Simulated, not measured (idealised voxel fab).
The document below concerns the process module designated voxel transistor to metal.
We display cut, a cross-section 170 nm in width whose square cells are each 5 nm.
Cross-section = grid of square cells, listed top down in bands; band = one or more rows. Top, bottom (nm), then materials left to right with widths (nm); lone material tagged "full width" fills the whole band edge to edge; "air" = empty space. Where do heights start? At 0: under that level the wafer as delivered is made of one material only. And the lowest band has no floor; it just carries on downward, as in "0 -> down". Width: "30 to 40" (first number = top row, second number = bottom row, same change from row to row of cells). What does "left unchanged" mean for a step? It means no cell of the cross-section changed in that step. Basically, "Entrapped void list" tells you about the enclosed voids: empty spaces with no open way to the top, 8 cells or bigger, each written width x height at distance, where distance is from the left edge, all in nm. Post-settings text on a step line: simulator's own remark regarding the step. A step's line can hold "overlay nm"; with a mask on that step, the setting says how far right of the planned place the mask lay, while a negative setting says it lay to the left. Reading guide: pairs of cross-sections, before and after one process step; after view cut off at lowest changed band; step and settings listed under each pair. Pairs may stem from different runs of this module on the same starting wafer; continuity with the pair above only where the "Before-step section" entry states it.

### Before-step section
> 30 -> 15: SiO2 full width
> 15 -> 0: SiO2 40 nm; SiN 110 nm; SiO2 20 nm
> 0 -> -5: SiO2 full width
> -5 -> -30: SiO2 40 nm; Si 110 nm; SiO2 20 nm
> -30 -> down: Si full width
> Entrapped void list: none

### Post-Step Geometry
> 15 -> 0: SiO2 40 nm; SiN 110 nm; SiO2 20 nm
> For the remainder of the cross-section, below 0, there is no change.
> Entrapped void list: none
Before/after cross-sections above; step in between: CMP,height nm 15

Before-step section: This step starts from the configuration shown after the step in the pair immediately above.

### Post-Step Geometry
> 15 -> 5: air 40 nm; SiN 110 nm; air 20 nm
> For the remainder of the cross-section, below 5, there is no change.
> Entrapped void list: none
Before/after cross-sections above; step in between: SELECTIVE_ETCH,etch materials SiO2,depth nm 10

Before-step section: This step starts from the configuration shown after the step in the pair immediately above.

### Post-Step Geometry
> 5 -> 0: SiO2 40 nm; air 110 nm; SiO2 20 nm
> For the remainder of the cross-section, below 0, there is no change.
> Entrapped void list: none
Before/after cross-sections above; step in between: STRIP,etch materials SiN

Before-step section: This step starts from the configuration shown after the step in the pair immediately above.

### Post-Step Geometry
> 0 -> -5: SiO2 35 nm; air 120 nm; SiO2 15 nm
> For the remainder of the cross-section, below -5, there is no change.
> Entrapped void list: none
Before/after cross-sections above; step in between: SELECTIVE_ETCH,etch materials SiO2,depth nm 5

Before-step section: This step starts from the configuration shown after the step in the pair immediately above.

### Post-Step Geometry
> 0 -> -5: SiO2 35 nm; air 120 nm; SiO2 15 nm
> -5 -> -10: SiO2 full width
> For the remainder of the cross-section, below -10, there is no change.
> Entrapped void list: none
Before/after cross-sections above; step in between: OXIDIZE,depth nm 5

Before-step section: This step starts from the configuration shown after the step in the pair immediately above.

### Post-Step Geometry
> 30 -> 25: polySi 35 nm; air 120 nm; polySi 15 nm
> 25 -> 0: polySi full width
> 0 -> -5: SiO2 35 nm; polySi 120 nm; SiO2 15 nm
> For the remainder of the cross-section, below -5, there is no change.
> Entrapped void list: none
Before/after cross-sections above; step in between: DIRECTIONAL_DEP,material polySi,thk nm 30

Before-step section: This step starts from the configuration shown after the step in the pair immediately above.

### Post-Step Geometry
> 40 -> 35: SiCN 35 nm; air 120 nm; SiCN 15 nm
> 35 -> 30: SiCN full width
> 30 -> 25: polySi 35 nm; SiCN 120 nm; polySi 15 nm
> For the remainder of the cross-section, below 25, there is no change.
> Entrapped void list: none
Before/after cross-sections above; step in between: DIRECTIONAL_DEP,material SiCN,thk nm 10

Before-step section: This step starts from the configuration shown after the step in the pair immediately above.

### Post-Step Geometry
> 35 -> 30: air 75 nm; SiCN 20 nm; air 75 nm
> 30 -> 25: polySi 35 nm; air 40 nm; SiCN 20 nm; air 60 nm; polySi 15 nm
> For the remainder of the cross-section, below 25, there is no change.
> Entrapped void list: none
Before/after cross-sections above; step in between: MASKED_ETCH,tone cover,mask id GATE,width nm 20,etch materials SiCN,depth nm 20,overlay nm 0

Before-step section: This step starts from the configuration shown after the step in the pair immediately above.

### Post-Step Geometry
> 35 -> 25: air 75 nm; SiCN 20 nm; air 75 nm
> 25 -> 0: air 75 nm; polySi 20 nm; air 75 nm
> 0 -> -5: SiO2 35 nm; air 40 nm; polySi 20 nm; air 60 nm; SiO2 15 nm
> For the remainder of the cross-section, below -5, there is no change.
> Entrapped void list: none
Before/after cross-sections above; step in between: MASKED_ETCH,tone cover,mask id GATE,width nm 20,etch materials polySi,depth nm 40,overlay nm 0

Before-step section: This step starts from the configuration shown after the step in the pair immediately above.

### Post-Step Geometry
> 40 -> 35: air 70 nm; SiO2 30 nm; air 70 nm
> 35 -> 25: air 70 nm; SiO2 5 nm; SiCN 20 nm; SiO2 5 nm; air 70 nm
> 25 -> 5: air 70 nm; SiO2 5 nm; polySi 20 nm; SiO2 5 nm; air 70 nm
> 5 -> 0: SiO2 40 nm; air 30 nm; SiO2 5 nm; polySi 20 nm; SiO2 5 nm; air 50 nm; SiO2 20 nm
> 0 -> -5: SiO2 75 nm; polySi 20 nm; SiO2 75 nm
> For the remainder of the cross-section, below -5, there is no change.
> Entrapped void list: none
Before/after cross-sections above; step in between: CONFORMAL_DEP,material SiO2,thk nm 5

Before-step section: This step starts from the configuration shown after the step in the pair immediately above.

### Post-Step Geometry
> 35 -> 25: air 70 nm; SiO2 5 nm; SiCN 20 nm; SiO2 5 nm; air 70 nm
> 25 -> 0: air 70 nm; SiO2 5 nm; polySi 20 nm; SiO2 5 nm; air 70 nm
> 0 -> -5: SiO2 40 nm; air 30 nm; SiO2 5 nm; polySi 20 nm; SiO2 5 nm; air 50 nm; SiO2 20 nm
> For the remainder of the cross-section, below -5, there is no change.
> Entrapped void list: none
Before/after cross-sections above; step in between: DIRECTIONAL_ETCH,etch materials SiO2,depth nm 5

Before-step section: This step starts from the configuration shown after the step in the pair immediately above.

### Post-Step Geometry
> 40 -> 35: air 65 nm; SiN 40 nm; air 65 nm
> 35 -> 25: air 65 nm; SiN 5 nm; SiO2 5 nm; SiCN 20 nm; SiO2 5 nm; SiN 5 nm; air 65 nm
> 25 -> 5: air 65 nm; SiN 5 nm; SiO2 5 nm; polySi 20 nm; SiO2 5 nm; SiN 5 nm; air 65 nm
> 5 -> 0: SiN 45 nm; air 20 nm; SiN 5 nm; SiO2 5 nm; polySi 20 nm; SiO2 5 nm; SiN 5 nm; air 40 nm; SiN 25 nm
> 0 -> -5: SiO2 40 nm; SiN 30 nm; SiO2 5 nm; polySi 20 nm; SiO2 5 nm; SiN 50 nm; SiO2 20 nm
> For the remainder of the cross-section, below -5, there is no change.
> Entrapped void list: none
Before/after cross-sections above; step in between: CONFORMAL_DEP,material SiN,thk nm 5

Before-step section: This step starts from the configuration shown after the step in the pair immediately above.

### Post-Step Geometry
> 35 -> 25: air 65 nm; SiN 5 nm; SiO2 5 nm; SiCN 20 nm; SiO2 5 nm; SiN 5 nm; air 65 nm
> 25 -> 0: air 65 nm; SiN 5 nm; SiO2 5 nm; polySi 20 nm; SiO2 5 nm; SiN 5 nm; air 65 nm
> 0 -> -5: SiO2 40 nm; SiN 5 nm; air 20 nm; SiN 5 nm; SiO2 5 nm; polySi 20 nm; SiO2 5 nm; SiN 5 nm; air 40 nm; SiN 5 nm; SiO2 20 nm
> For the remainder of the cross-section, below -5, there is no change.
> Entrapped void list: none
Before/after cross-sections above; step in between: DIRECTIONAL_ETCH,etch materials SiN,depth nm 5

Before-step section: This step starts from the configuration shown after the step in the pair immediately above.

### Post-Step Geometry
> 35 -> 30: air 65 nm; SiN 5 nm; air 5 nm; SiCN 20 nm; air 5 nm; SiN 5 nm; air 65 nm
> 30 -> 25: air 65 nm; SiN 5 nm; SiO2 5 nm; SiCN 20 nm; SiO2 5 nm; SiN 5 nm; air 65 nm
> 25 -> 0: air 65 nm; SiN 5 nm; SiO2 5 nm; polySi 20 nm; SiO2 5 nm; SiN 5 nm; air 65 nm
> 0 -> -5: air 40 nm; SiN 5 nm; air 20 nm; SiN 5 nm; SiO2 5 nm; polySi 20 nm; SiO2 5 nm; SiN 5 nm; air 40 nm; SiN 5 nm; air 20 nm
> -5 -> -10: SiO2 45 nm; air 20 nm; SiO2 40 nm; air 40 nm; SiO2 25 nm
> For the remainder of the cross-section, below -10, there is no change.
> Entrapped void list: none
Before/after cross-sections above; step in between: DIRECTIONAL_ETCH,etch materials SiO2,depth nm 5

Before-step section: This step starts from the configuration shown after the step in the pair immediately above.

### Post-Step Geometry
> 35 -> 30: air 65 nm; SiN 5 nm; air 5 nm; SiCN 20 nm; air 5 nm; SiN 5 nm; air 65 nm
> 30 -> 25: air 65 nm; SiN 5 nm; SiO2 5 nm; SiCN 20 nm; SiO2 5 nm; SiN 5 nm; air 65 nm
> 25 -> 0: air 65 nm; SiN 5 nm; SiO2 5 nm; polySi 20 nm; SiO2 5 nm; SiN 5 nm; air 65 nm
> 0 -> -5: air 40 nm; SiN 5 nm; air 20 nm; SiN 5 nm; SiO2 5 nm; polySi 20 nm; SiO2 5 nm; SiN 5 nm; air 40 nm; SiN 5 nm; air 20 nm
> -5 -> -10: SiO2 45 nm; air 20 nm; SiO2 40 nm; air 40 nm; SiO2 25 nm
> -10 -> -25: SiO2 40 nm; Si 5 nm; air 20 nm; Si 40 nm; air 40 nm; Si 5 nm; SiO2 20 nm
> For the remainder of the cross-section, below -25, there is no change.
> Entrapped void list: none
Before/after cross-sections above; step in between: DIRECTIONAL_ETCH,etch materials Si,depth nm 15

Before-step section: This step starts from the configuration shown after the step in the pair immediately above.

### Post-Step Geometry
> 35 -> 30: air 65 nm; SiN 5 nm; air 5 nm; SiCN 20 nm; air 5 nm; SiN 5 nm; air 65 nm
> 30 -> 25: air 65 nm; SiN 5 nm; SiO2 5 nm; SiCN 20 nm; SiO2 5 nm; SiN 5 nm; air 65 nm
> 25 -> 10: air 65 nm; SiN 5 nm; SiO2 5 nm; polySi 20 nm; SiO2 5 nm; SiN 5 nm; air 65 nm
> 10 -> 0: air 35 nm; nSi 30 nm; SiN 5 nm; SiO2 5 nm; polySi 20 nm; SiO2 5 nm; SiN 5 nm; nSi 50 nm; air 15 nm
> 0 -> -5: air 35 nm; nSi 5 nm; SiN 5 nm; nSi 20 nm; SiN 5 nm; SiO2 5 nm; polySi 20 nm; SiO2 5 nm; SiN 5 nm; nSi 40 nm; SiN 5 nm; nSi 5 nm; air 15 nm
> -5 -> -10: SiO2 45 nm; nSi 20 nm; SiO2 40 nm; nSi 40 nm; SiO2 25 nm
> -10 -> -25: SiO2 40 nm; Si 5 nm; nSi 20 nm; Si 40 nm; nSi 40 nm; Si 5 nm; SiO2 20 nm
> For the remainder of the cross-section, below -25, there is no change.
> Entrapped void list: none
Before/after cross-sections above; step in between: EPI,material nSi,thk nm 20

Before-step section: This step starts from the configuration shown after the step in the pair immediately above.

### Post-Step Geometry
> 40 -> 35: SiO2 full width
> 35 -> 25: SiO2 65 nm; SiN 5 nm; SiO2 5 nm; SiCN 20 nm; SiO2 5 nm; SiN 5 nm; SiO2 65 nm
> 25 -> 10: SiO2 65 nm; SiN 5 nm; SiO2 5 nm; polySi 20 nm; SiO2 5 nm; SiN 5 nm; SiO2 65 nm
> 10 -> 0: SiO2 35 nm; nSi 30 nm; SiN 5 nm; SiO2 5 nm; polySi 20 nm; SiO2 5 nm; SiN 5 nm; nSi 50 nm; SiO2 15 nm
> 0 -> -5: SiO2 35 nm; nSi 5 nm; SiN 5 nm; nSi 20 nm; SiN 5 nm; SiO2 5 nm; polySi 20 nm; SiO2 5 nm; SiN 5 nm; nSi 40 nm; SiN 5 nm; nSi 5 nm; SiO2 15 nm
> For the remainder of the cross-section, below -5, there is no change.
> Entrapped void list: none
Before/after cross-sections above; step in between: FILL_DEP,material SiO2,thk nm 5

Before-step section: This step starts from the configuration shown after the step in the pair immediately above.

### Post-Step Geometry
> 35 -> 25: SiO2 65 nm; SiN 5 nm; SiO2 5 nm; SiCN 20 nm; SiO2 5 nm; SiN 5 nm; SiO2 65 nm
> For the remainder of the cross-section, below 25, there is no change.
> Entrapped void list: none
Before/after cross-sections above; step in between: CMP,height nm 35

Before-step section: This step starts from the configuration shown after the step in the pair immediately above.

### Post-Step Geometry
> 50 -> 35: SiO2 full width
> For the remainder of the cross-section, below 35, there is no change.
> Entrapped void list: none
Before/after cross-sections above; step in between: DIRECTIONAL_DEP,material SiO2,thk nm 15

Before-step section: This step starts from the configuration shown after the step in the pair immediately above.

### Post-Step Geometry
> 65 -> 50: resist 40 nm; air 30 nm; resist 30 nm; air 30 nm; resist 40 nm
> For the remainder of the cross-section, below 50, there is no change.
> Entrapped void list: none
Before/after cross-sections above; step in between: PATTERN,tone open,mask id CONTACT,material resist,width nm 30,pitch nm 60,thk nm 15,overlay nm 0

Before-step section: This step starts from the configuration shown after the step in the pair immediately above.

### Post-Step Geometry
> 65 -> 50: resist 40 nm; air 30 nm; resist 30 nm; air 30 nm; resist 40 nm
> 50 -> 35: SiO2 40 nm; air 30 nm; SiO2 30 nm; air 30 nm; SiO2 40 nm
> 35 -> 25: SiO2 40 nm; air 25 nm; SiN 5 nm; SiO2 5 nm; SiCN 20 nm; SiO2 5 nm; SiN 5 nm; air 25 nm; SiO2 40 nm
> 25 -> 10: SiO2 40 nm; air 25 nm; SiN 5 nm; SiO2 5 nm; polySi 20 nm; SiO2 5 nm; SiN 5 nm; air 25 nm; SiO2 40 nm
> For the remainder of the cross-section, below 10, there is no change.
> Entrapped void list: none
Before/after cross-sections above; step in between: DIRECTIONAL_ETCH,etch materials SiO2,depth nm 40

Before-step section: This step starts from the configuration shown after the step in the pair immediately above.

### Post-Step Geometry
> 50 -> 35: SiO2 40 nm; air 30 nm; SiO2 30 nm; air 30 nm; SiO2 40 nm
> For the remainder of the cross-section, below 35, there is no change.
> Entrapped void list: none
Before/after cross-sections above; step in between: STRIP,etch materials resist

Before-step section: This step starts from the configuration shown after the step in the pair immediately above.

### Post-Step Geometry
> 55 -> 50: TiN 45 nm; air 20 nm; TiN 40 nm; air 20 nm; TiN 45 nm
> 50 -> 40: SiO2 40 nm; TiN 5 nm; air 20 nm; TiN 5 nm; SiO2 30 nm; TiN 5 nm; air 20 nm; TiN 5 nm; SiO2 40 nm
> 40 -> 35: SiO2 40 nm; TiN 5 nm; air 15 nm; TiN 10 nm; SiO2 30 nm; TiN 10 nm; air 15 nm; TiN 5 nm; SiO2 40 nm
> 35 -> 25: SiO2 40 nm; TiN 5 nm; air 15 nm; TiN 5 nm; SiN 5 nm; SiO2 5 nm; SiCN 20 nm; SiO2 5 nm; SiN 5 nm; TiN 5 nm; air 15 nm; TiN 5 nm; SiO2 40 nm
> 25 -> 15: SiO2 40 nm; TiN 5 nm; air 15 nm; TiN 5 nm; SiN 5 nm; SiO2 5 nm; polySi 20 nm; SiO2 5 nm; SiN 5 nm; TiN 5 nm; air 15 nm; TiN 5 nm; SiO2 40 nm
> 15 -> 10: SiO2 40 nm; TiN 25 nm; SiN 5 nm; SiO2 5 nm; polySi 20 nm; SiO2 5 nm; SiN 5 nm; TiN 25 nm; SiO2 40 nm
> For the remainder of the cross-section, below 10, there is no change.
> Entrapped void list: none
Before/after cross-sections above; step in between: CONFORMAL_DEP,material TiN,thk nm 5

Before-step section: This step starts from the configuration shown after the step in the pair immediately above.

### Post-Step Geometry
> 65 -> 55: W full width
> 55 -> 50: TiN 45 nm; W 20 nm; TiN 40 nm; W 20 nm; TiN 45 nm
> 50 -> 40: SiO2 40 nm; TiN 5 nm; W 20 nm; TiN 5 nm; SiO2 30 nm; TiN 5 nm; W 20 nm; TiN 5 nm; SiO2 40 nm
> 40 -> 35: SiO2 40 nm; TiN 5 nm; W 15 nm; TiN 10 nm; SiO2 30 nm; TiN 10 nm; W 15 nm; TiN 5 nm; SiO2 40 nm
> 35 -> 25: SiO2 40 nm; TiN 5 nm; W 15 nm; TiN 5 nm; SiN 5 nm; SiO2 5 nm; SiCN 20 nm; SiO2 5 nm; SiN 5 nm; TiN 5 nm; W 15 nm; TiN 5 nm; SiO2 40 nm
> 25 -> 15: SiO2 40 nm; TiN 5 nm; W 15 nm; TiN 5 nm; SiN 5 nm; SiO2 5 nm; polySi 20 nm; SiO2 5 nm; SiN 5 nm; TiN 5 nm; W 15 nm; TiN 5 nm; SiO2 40 nm
> For the remainder of the cross-section, below 15, there is no change.
> Entrapped void list: none
Before/after cross-sections above; step in between: FILL_DEP,material W,thk nm 10

Before-step section: This step starts from the configuration shown after the step in the pair immediately above.

### Post-Step Geometry
> 50 -> 40: SiO2 40 nm; TiN 5 nm; W 20 nm; TiN 5 nm; SiO2 30 nm; TiN 5 nm; W 20 nm; TiN 5 nm; SiO2 40 nm
> For the remainder of the cross-section, below 40, there is no change.
> Entrapped void list: none
Before/after cross-sections above; step in between: CMP,height nm 50

Before-step section: This step starts from the configuration shown after the step in the pair immediately above.

### Post-Step Geometry
> 55 -> 50: TiN full width
> For the remainder of the cross-section, below 50, there is no change.
> Entrapped void list: none
Before/after cross-sections above; step in between: DIRECTIONAL_DEP,material TiN,thk nm 5

Before-step section: This step starts from the configuration shown after the step in the pair immediately above.

### Post-Step Geometry
> 70 -> 55: W full width
> For the remainder of the cross-section, below 55, there is no change.
> Entrapped void list: none
Before/after cross-sections above; step in between: DIRECTIONAL_DEP,material W,thk nm 15

Before-step section: This step starts from the configuration shown after the step in the pair immediately above.

### Post-Step Geometry
> 85 -> 70: air 40 nm; resist 20 nm; air 50 nm; resist 20 nm; air 40 nm
> For the remainder of the cross-section, below 70, there is no change.
> Entrapped void list: none
Before/after cross-sections above; step in between: PATTERN,tone cover,mask id METAL_1,material resist,width nm 20,pitch nm 70,thk nm 15,overlay nm 0

Before-step section: This step starts from the configuration shown after the step in the pair immediately above.

### Post-Step Geometry
> 85 -> 70: air 40 nm; resist 20 nm; air 50 nm; resist 20 nm; air 40 nm
> 70 -> 55: air 40 nm; W 20 nm; air 50 nm; W 20 nm; air 40 nm
> For the remainder of the cross-section, below 55, there is no change.
> Entrapped void list: none
Before/after cross-sections above; step in between: DIRECTIONAL_ETCH,etch materials W,depth nm 15

Before-step section: This step starts from the configuration shown after the step in the pair immediately above.

### Post-Step Geometry
> 85 -> 70: air 40 nm; resist 20 nm; air 50 nm; resist 20 nm; air 40 nm
> 70 -> 55: air 40 nm; W 20 nm; air 50 nm; W 20 nm; air 40 nm
> 55 -> 50: air 40 nm; TiN 20 nm; air 50 nm; TiN 20 nm; air 40 nm
> For the remainder of the cross-section, below 50, there is no change.
> Entrapped void list: none
Before/after cross-sections above; step in between: DIRECTIONAL_ETCH,etch materials TiN,depth nm 5

Before-step section: This step starts from the configuration shown after the step in the pair immediately above.

### Post-Step Geometry
> 70 -> 55: air 40 nm; W 20 nm; air 50 nm; W 20 nm; air 40 nm
> For the remainder of the cross-section, below 55, there is no change.
> Entrapped void list: none
Before/after cross-sections above; step in between: STRIP,etch materials resist

Before-step section: This step starts from the configuration shown after the step in the pair immediately above.

### Post-Step Geometry
> 75 -> 70: air 35 nm; SiN 30 nm; air 40 nm; SiN 30 nm; air 35 nm
> 70 -> 55: air 35 nm; SiN 5 nm; W 20 nm; SiN 5 nm; air 40 nm; SiN 5 nm; W 20 nm; SiN 5 nm; air 35 nm
> 55 -> 50: SiN 40 nm; TiN 20 nm; SiN 50 nm; TiN 20 nm; SiN 40 nm
> For the remainder of the cross-section, below 50, there is no change.
> Entrapped void list: none
Before/after cross-sections above; step in between: CONFORMAL_DEP,material SiN,thk nm 5

Before-step section: This step starts from the configuration shown after the step in the pair immediately above.

### Post-Step Geometry
> 85 -> 75: lowk full width
> 75 -> 70: lowk 35 nm; SiN 30 nm; lowk 40 nm; SiN 30 nm; lowk 35 nm
> 70 -> 55: lowk 35 nm; SiN 5 nm; W 20 nm; SiN 5 nm; lowk 40 nm; SiN 5 nm; W 20 nm; SiN 5 nm; lowk 35 nm
> For the remainder of the cross-section, below 55, there is no change.
> Entrapped void list: none
Before/after cross-sections above; step in between: FILL_DEP,material lowk,thk nm 10

Before-step section: This step starts from the configuration shown after the step in the pair immediately above.

### Post-Step Geometry
> 70 -> 55: lowk 35 nm; SiN 5 nm; W 20 nm; SiN 5 nm; lowk 40 nm; SiN 5 nm; W 20 nm; SiN 5 nm; lowk 35 nm
> For the remainder of the cross-section, below 55, there is no change.
> Entrapped void list: none
Before/after cross-sections above; step in between: CMP,height nm 70

Before-step section: This step starts from the configuration shown after the step in the pair immediately above.

### Post-Step Geometry
> 75 -> 70: SiCN full width
> For the remainder of the cross-section, below 70, there is no change.
> Entrapped void list: none
Before/after cross-sections above; step in between: CONFORMAL_DEP,material SiCN,thk nm 5

Before-step section: This step starts from the configuration shown after the step in the pair immediately above.

### Post-Step Geometry
> 100 -> 75: lowk full width
> For the remainder of the cross-section, below 75, there is no change.
> Entrapped void list: none
Before/after cross-sections above; step in between: DIRECTIONAL_DEP,material lowk,thk nm 25

Before-step section: This step starts from the configuration shown after the step in the pair immediately above.

### Post-Step Geometry
> 110 -> 100: aC full width
> For the remainder of the cross-section, below 100, there is no change.
> Entrapped void list: none
Before/after cross-sections above; step in between: DIRECTIONAL_DEP,material aC,thk nm 10

Before-step section: This step starts from the configuration shown after the step in the pair immediately above.

### Post-Step Geometry
> 135 -> 110: resist 40 nm; air 15 nm; resist 55 nm; air 15 nm; resist 45 nm
> For the remainder of the cross-section, below 110, there is no change.
> Entrapped void list: none
Before/after cross-sections above; step in between: PATTERN,tone open,mask id METAL_2_HOLES,material resist,width nm 15,pitch nm 70,thk nm 25,overlay nm 0

Before-step section: This step starts from the configuration shown after the step in the pair immediately above.

### Post-Step Geometry
> 125 -> 110: resist 40 nm; air 15 nm; resist 55 nm; air 15 nm; resist 45 nm
> 110 -> 100: aC 40 nm; air 15 nm; aC 55 nm; air 15 nm; aC 45 nm
> For the remainder of the cross-section, below 100, there is no change.
> Entrapped void list: none
Before/after cross-sections above; step in between: DIRECTIONAL_ETCH,etch materials aC,depth nm 10

Before-step section: This step starts from the configuration shown after the step in the pair immediately above.

### Post-Step Geometry
> 110 -> 100: aC 40 nm; air 15 nm; aC 55 nm; air 15 nm; aC 45 nm
> For the remainder of the cross-section, below 100, there is no change.
> Entrapped void list: none
Before/after cross-sections above; step in between: STRIP,etch materials resist

Before-step section: This step starts from the configuration shown after the step in the pair immediately above.

### Post-Step Geometry
> 110 -> 100: aC 40 nm; air 15 nm; aC 55 nm; air 15 nm; aC 45 nm
> 100 -> 75: lowk 40 nm; air 15 nm; lowk 55 nm; air 15 nm; lowk 45 nm
> For the remainder of the cross-section, below 75, there is no change.
> Entrapped void list: none
Before/after cross-sections above; step in between: DIRECTIONAL_ETCH,etch materials lowk,depth nm 25

Before-step section: This step starts from the configuration shown after the step in the pair immediately above.

### Post-Step Geometry
> 100 -> 75: lowk 40 nm; air 15 nm; lowk 55 nm; air 15 nm; lowk 45 nm
> For the remainder of the cross-section, below 75, there is no change.
> Entrapped void list: none
Before/after cross-sections above; step in between: STRIP,etch materials aC

Before-step section: This step starts from the configuration shown after the step in the pair immediately above.

### Post-Step Geometry
> 100 -> 85: lowk 40 nm; air 20 nm; lowk 50 nm; air 20 nm; lowk 40 nm
> For the remainder of the cross-section, below 85, there is no change.
> Entrapped void list: none
Before/after cross-sections above; step in between: MASKED_ETCH,tone open,mask id METAL_2,width nm 20,pitch nm 70,etch materials lowk,depth nm 15,overlay nm 0

Before-step section: This step starts from the configuration shown after the step in the pair immediately above.

### Post-Step Geometry
> 100 -> 85: lowk 40 nm; air 20 nm; lowk 50 nm; air 20 nm; lowk 40 nm
> 85 -> 75: lowk 40 nm; air 15 nm; lowk 55 nm; air 15 nm; lowk 45 nm
> 75 -> 70: SiCN 40 nm; air 15 nm; SiCN 55 nm; air 15 nm; SiCN 45 nm
> For the remainder of the cross-section, below 70, there is no change.
> Entrapped void list: none
Before/after cross-sections above; step in between: MASKED_ETCH,tone open,mask id METAL_2,width nm 20,pitch nm 70,etch materials SiCN,depth nm 5,overlay nm 0

Before-step section: This step starts from the configuration shown after the step in the pair immediately above.

### Post-Step Geometry
> 105 -> 100: TiN 45 nm; air 10 nm; TiN 60 nm; air 10 nm; TiN 45 nm
> 100 -> 90: lowk 40 nm; TiN 5 nm; air 10 nm; TiN 5 nm; lowk 50 nm; TiN 5 nm; air 10 nm; TiN 5 nm; lowk 40 nm
> 90 -> 85: lowk 40 nm; TiN 5 nm; air 5 nm; TiN 10 nm; lowk 50 nm; TiN 5 nm; air 5 nm; TiN 10 nm; lowk 40 nm
> 85 -> 75: lowk 40 nm; TiN 5 nm; air 5 nm; TiN 5 nm; lowk 55 nm; TiN 5 nm; air 5 nm; TiN 5 nm; lowk 45 nm
> 75 -> 70: SiCN 40 nm; TiN 15 nm; SiCN 55 nm; TiN 15 nm; SiCN 45 nm
> For the remainder of the cross-section, below 70, there is no change.
> Entrapped void list: none
Before/after cross-sections above; step in between: CONFORMAL_DEP,material TiN,thk nm 5

Before-step section: This step starts from the configuration shown after the step in the pair immediately above.

### Post-Step Geometry
> 115 -> 105: Cu full width
> 105 -> 100: TiN 45 nm; Cu 10 nm; TiN 60 nm; Cu 10 nm; TiN 45 nm
> 100 -> 90: lowk 40 nm; TiN 5 nm; Cu 10 nm; TiN 5 nm; lowk 50 nm; TiN 5 nm; Cu 10 nm; TiN 5 nm; lowk 40 nm
> 90 -> 85: lowk 40 nm; TiN 5 nm; Cu 5 nm; TiN 10 nm; lowk 50 nm; TiN 5 nm; Cu 5 nm; TiN 10 nm; lowk 40 nm
> 85 -> 75: lowk 40 nm; TiN 5 nm; Cu 5 nm; TiN 5 nm; lowk 55 nm; TiN 5 nm; Cu 5 nm; TiN 5 nm; lowk 45 nm
> For the remainder of the cross-section, below 75, there is no change.
> Entrapped void list: none
Before/after cross-sections above; step in between: FILL_DEP,material Cu,thk nm 10

Before-step section: This step starts from the configuration shown after the step in the pair immediately above.

### Post-Step Geometry
> 100 -> 90: lowk 40 nm; TiN 5 nm; Cu 10 nm; TiN 5 nm; lowk 50 nm; TiN 5 nm; Cu 10 nm; TiN 5 nm; lowk 40 nm
> For the remainder of the cross-section, below 90, there is no change.
> Entrapped void list: none
Before/after cross-sections above; step in between: CMP,height nm 100

Before-step section: This step starts from the configuration shown after the step in the pair immediately above.

### Post-Step Geometry
> 105 -> 100: SiCN full width
> For the remainder of the cross-section, below 100, there is no change.
> Entrapped void list: none
Before/after cross-sections above; step in between: CONFORMAL_DEP,material SiCN,thk nm 5

### Before-step section
> 0 -> -5: SiO2 25 nm; air 120 nm; SiO2 25 nm
> -5 -> -10: SiO2 full width
> -10 -> -30: SiO2 30 nm; Si 110 nm; SiO2 30 nm
> -30 -> down: Si full width
> Entrapped void list: none

### Post-Step Geometry
> 30 -> 25: SiN 25 nm; air 120 nm; SiN 25 nm
> 25 -> 0: SiN full width
> 0 -> -5: SiO2 25 nm; SiN 120 nm; SiO2 25 nm
> For the remainder of the cross-section, below -5, there is no change.
> Entrapped void list: none
Before/after cross-sections above; step in between: DIRECTIONAL_DEP,material SiN,thk nm 30

Before-step section: This step starts from the configuration shown after the step in the pair immediately above.

### Post-Step Geometry
> 40 -> 35: SiCN 25 nm; air 120 nm; SiCN 25 nm
> 35 -> 30: SiCN full width
> 30 -> 25: SiN 25 nm; SiCN 120 nm; SiN 25 nm
> For the remainder of the cross-section, below 25, there is no change.
> Entrapped void list: none
Before/after cross-sections above; step in between: DIRECTIONAL_DEP,material SiCN,thk nm 10

Before-step section: This step starts from the configuration shown after the step in the pair immediately above.

### Post-Step Geometry
> 35 -> 30: air 75 nm; SiCN 20 nm; air 75 nm
> 30 -> 25: SiN 25 nm; air 50 nm; SiCN 20 nm; air 50 nm; SiN 25 nm
> For the remainder of the cross-section, below 25, there is no change.
> Entrapped void list: none
Before/after cross-sections above; step in between: MASKED_ETCH,tone cover,mask id GATE,width nm 20,etch materials SiCN,depth nm 20,overlay nm 0

Before-step section: This step starts from the configuration shown after the step in the pair immediately above.

### Post-Step Geometry
> 40 -> 35: air 70 nm; SiO2 30 nm; air 70 nm
> 35 -> 30: SiO2 30 nm; air 40 nm; SiO2 5 nm; SiCN 20 nm; SiO2 5 nm; air 40 nm; SiO2 30 nm
> 30 -> 25: SiN 25 nm; SiO2 50 nm; SiCN 20 nm; SiO2 50 nm; SiN 25 nm
> For the remainder of the cross-section, below 25, there is no change.
> Entrapped void list: none
Before/after cross-sections above; step in between: CONFORMAL_DEP,material SiO2,thk nm 5

Before-step section: This step starts from the configuration shown after the step in the pair immediately above.

### Post-Step Geometry
> 35 -> 30: air 70 nm; SiO2 5 nm; SiCN 20 nm; SiO2 5 nm; air 70 nm
> 30 -> 25: SiN 25 nm; SiO2 5 nm; air 40 nm; SiO2 5 nm; SiCN 20 nm; SiO2 5 nm; air 40 nm; SiO2 5 nm; SiN 25 nm
> For the remainder of the cross-section, below 25, there is no change.
> Entrapped void list: none
Before/after cross-sections above; step in between: DIRECTIONAL_ETCH,etch materials SiO2,depth nm 5

Before-step section: This step starts from the configuration shown after the step in the pair immediately above.

### Post-Step Geometry
> 40 -> 35: air 65 nm; SiN 40 nm; air 65 nm
> 35 -> 30: SiN 35 nm; air 30 nm; SiN 5 nm; SiO2 5 nm; SiCN 20 nm; SiO2 5 nm; SiN 5 nm; air 30 nm; SiN 35 nm
> 30 -> 25: SiN 25 nm; SiO2 5 nm; SiN 40 nm; SiO2 5 nm; SiCN 20 nm; SiO2 5 nm; SiN 40 nm; SiO2 5 nm; SiN 25 nm
> For the remainder of the cross-section, below 25, there is no change.
> Entrapped void list: none
Before/after cross-sections above; step in between: CONFORMAL_DEP,material SiN,thk nm 5
